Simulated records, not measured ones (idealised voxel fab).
process module | voxel gate over fins
Cross-section cut: width 240 nm, square cells of 5 nm.
How to read a cross-section here: the picture is a grid of square cells, written as bands going from the top down, and any band can span one or more rows of cells. Each band's line starts with the height of the band's top and of its bottom, in nm. Then come its materials from left to right, each with its width in nm. One material with "all across" fills the band from edge to edge. "blank" is empty space. Heads up on the height convention: 0 is the point under which the incoming wafer is all one material, and the lowest band has no bottom, it just keeps going down, like "0..down". It should be noted that a width expressed as "30 to 40" varies in equal increments from row to row of cells within the band, taking the value of the first number at the top row and that of the second number at the bottom row. No cell of the cross-section changed in a step that is given as "no modification". Closed empty spaces (no open way to the top) of 8 cells or more are what "Enclosed internal cavities" lists, each as width x height at distance from the left edge, nm for all three. The remark found on a step's line after its settings is issued by the simulator itself and pertains to that step. overlay nm: step with mask; distance mask lay right of planned place; negative value = left of planned place.
These are the steps we planned for the process:
step 1: RECEIVE, material Si
step 2: CONFORMAL_DEP, material SiN, thk nm 10
step 3: MASKED_ETCH, tone cover, mask id FINS, width nm 15, pitch nm 50, etch materials SiN, depth nm 10, overlay nm 0
step 4: MASKED_ETCH, tone cover, mask id FINS, width nm 15, pitch nm 50, etch materials Si, depth nm 40, overlay nm 0
step 5: FILL_DEP, material SiO2, thk nm 5
step 6: CMP, height nm 10
step 7: MASKED_ETCH, tone open, mask id RAIL, width nm 15, etch materials SiO2, depth nm 45, overlay nm 0
step 8: CONFORMAL_DEP, material TiN, thk nm 5
step 9: FILL_DEP, material Ru, thk nm 5
step 10: CMP, height nm 10
step 11: SELECTIVE_ETCH, etch materials W Ru TiN, depth nm 30
step 12: FILL_DEP, material SiO2, thk nm 5
step 13: CMP, height nm 10
step 14: SELECTIVE_ETCH, etch materials SiO2, depth nm 20
step 15: STRIP, etch materials SiN
step 16: CONFORMAL_DEP, material HfO2, thk nm 5
step 17: CONFORMAL_DEP, material TiN, thk nm 5
step 18: FILL_DEP, material W, thk nm 15
step 19: CMP, height nm 20
step 20: CONFORMAL_DEP, material SiN, thk nm 10
Cross-section: wafer on arrival = after step 1:
* 0..down  Si all across
* Enclosed internal cavities: none
Module complete - cross-section of the first of two wafers, run according to plan:
* 30..20  SiN all across
* 20..10  W all across
* 10..5  50 of W, 35 of TiN, 15 of W, 35 of TiN, 15 of W, 35 of TiN, 55 of W
* 5..0  50 of W, 5 of TiN, 25 of HfO2, 5 of TiN, 15 of W, 5 of TiN, 25 of HfO2, 5 of TiN, 15 of W, 5 of TiN, 25 of HfO2, 5 of TiN, 55 of W
* 0..-5  55 of TiN, 5 of HfO2, 15 of Si, 5 of HfO2, 25 of TiN, 5 of HfO2, 15 of Si, 5 of HfO2, 25 of TiN, 5 of HfO2, 15 of Si, 5 of HfO2, 60 of TiN
* -5..-10  60 of HfO2, 15 of Si, 35 of HfO2, 15 of Si, 35 of HfO2, 15 of Si, 65 of HfO2
* -10..-20  60 of SiO2, 15 of Si, 35 of SiO2, 15 of Si, 35 of SiO2, 15 of Si, 65 of SiO2
* -20..-30  60 of SiO2, 15 of Si, 10 of SiO2, 5 of TiN, 5 of Ru, 5 of TiN, 10 of SiO2, 15 of Si, 35 of SiO2, 15 of Si, 65 of SiO2
* -30..-35  60 of SiO2, 15 of Si, 10 of SiO2, 15 of TiN, 10 of SiO2, 15 of Si, 35 of SiO2, 15 of Si, 65 of SiO2
* -35..-40  60 of SiO2, 15 of Si, 35 of SiO2, 15 of Si, 35 of SiO2, 15 of Si, 65 of SiO2
* -40..down  Si all across
* Enclosed internal cavities: none
What the second wafer looks like in cross-section once the module is done. Its start and its plan matched the first wafer's exactly; what differed was one mistake in how it was run:
* 30..20  SiN all across
* 20..10  W all across
* 10..5  50 of W, 35 of TiN, 15 of W, 35 of TiN, 15 of W, 35 of TiN, 55 of W
* 5..0  50 of W, 5 of TiN, 25 of HfO2, 5 of TiN, 15 of W, 5 of TiN, 25 of HfO2, 5 of TiN, 15 of W, 5 of TiN, 25 of HfO2, 5 of TiN, 55 of W
* 0..-10  50 of W, 5 of TiN, 5 of HfO2, 15 of Si, 5 of HfO2, 5 of TiN, 15 of W, 5 of TiN, 5 of HfO2, 15 of Si, 5 of HfO2, 5 of TiN, 15 of W, 5 of TiN, 5 of HfO2, 15 of Si, 5 of HfO2, 5 of TiN, 55 of W
* -10..-15  50 of W, 5 of TiN, 5 of HfO2, 15 of Si, 5 of HfO2, 25 of TiN, 5 of HfO2, 15 of Si, 5 of HfO2, 5 of TiN, 15 of W, 5 of TiN, 5 of HfO2, 15 of Si, 5 of HfO2, 5 of TiN, 55 of W
* -15..-20  50 of W, 5 of TiN, 5 of HfO2, 15 of Si, 35 of HfO2, 15 of Si, 5 of HfO2, 5 of TiN, 15 of W, 5 of TiN, 5 of HfO2, 15 of Si, 5 of HfO2, 5 of TiN, 55 of W
* -20..-25  55 of TiN, 5 of HfO2, 15 of Si, 10 of HfO2, 5 of TiN, 5 of Ru, 5 of TiN, 10 of HfO2, 15 of Si, 5 of HfO2, 25 of TiN, 5 of HfO2, 15 of Si, 5 of HfO2, 60 of TiN
* -25..-30  60 of HfO2, 15 of Si, 10 of HfO2, 5 of TiN, 5 of Ru, 5 of TiN, 10 of HfO2, 15 of Si, 35 of HfO2, 15 of Si, 65 of HfO2
* -30..-35  60 of SiO2, 15 of Si, 10 of SiO2, 15 of TiN, 10 of SiO2, 15 of Si, 35 of SiO2, 15 of Si, 65 of SiO2
* -35..-40  60 of SiO2, 15 of Si, 35 of SiO2, 15 of Si, 35 of SiO2, 15 of Si, 65 of SiO2
* -40..down  Si all across
* Enclosed internal cavities: none
What was done differently from what was planned? step 14, plan: ran twice
The closing comparison, in cells, has the second wafer with more or fewer of some materials than the first: 28 more of HfO2 | 150 fewer of SiO2 | 20 more of TiN | 102 more of W
